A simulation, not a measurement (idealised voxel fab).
Documented hereafter: the process module known as voxel spacer lines.
The cross-section on display is named cut; it measures 175 nm wide, and its cells are 5 nm squares.
Cross-sections here: square-cell grids, written as top-down lists of bands, a band being one or more rows of cells.
Top, bottom (nm), then materials left to right with widths (nm); lone material tagged "all across" fills the whole band edge to edge; "empty" = empty space.
Heads up on the height convention: 0 is the point under which the incoming wafer is all one material, and the lowest band has no bottom, it just keeps going down, like "from 0 down".
A width given as "30..40" starts at the first number in the band's top row and ends at the second number in its bottom row, shifting by an equal amount at every step from row to row.
The designation "no modification", where it is given for a processing step, indicates that no cell of the cross-section was altered in the course of that step.
Listed in "Closed void roster": every empty space of 8 or more cells without an open way to the top. Form: width x height at distance, the distance being from the left edge, all in nm.
Anything after a step's settings on that line? It's the simulator's own note about the step.
overlay nm: mask offset rightward from planned place, masked step; negative means leftward offset.
## Process steps (planned)
1: RECEIVE [material Si]
2: CONFORMAL_DEP [material Al2O3] [thk nm 10]
3: DIRECTIONAL_DEP [material W] [thk nm 15]
4: DIRECTIONAL_DEP [material polySi] [thk nm 30]
5: PATTERN [tone cover] [mask id MANDREL] [material resist] [width nm 15] [pitch nm 50] [thk nm 35] [overlay nm -15]
6: DIRECTIONAL_ETCH [etch materials polySi] [depth nm 30]
7: STRIP [etch materials resist]
8: CONFORMAL_DEP [material SiO2] [thk nm 10]
9: DIRECTIONAL_ETCH [etch materials SiO2] [depth nm 10]
10: STRIP [etch materials polySi]
11: DIRECTIONAL_ETCH [etch materials W] [depth nm 15]
12: STRIP [etch materials SiO2]
13: FILL_DEP [material lowk] [thk nm 10]
14: CMP [height nm 25]
For clarity, it should be stated that the wafers under discussion commence in an identical condition and differ with respect to the overlay nm of step 5, the plan indicating the value that the first wafer had.
## The as-received cross-section of the first of several wafers corresponds to the state after step 1
	from 0 down | Si all across
	Closed void roster: none
## Per wafer, end of module: cells gained (+) or lost (-) per material since receipt, then closed voids
overlay nm -15; +70 Al2O3; +36 W; +69 lowk; Closed void roster: none
overlay nm -10; +70 Al2O3; +36 W; +69 lowk; Closed void roster: none
overlay nm -5; +70 Al2O3; +36 W; +69 lowk; Closed void roster: none
overlay nm 0; +70 Al2O3; +36 W; +69 lowk; Closed void roster: none
overlay nm 5; +70 Al2O3; +36 W; +69 lowk; Closed void roster: none
overlay nm 10; +70 Al2O3; +36 W; +69 lowk; Closed void roster: none
overlay nm 15; +70 Al2O3; +36 W; +69 lowk; Closed void roster: none
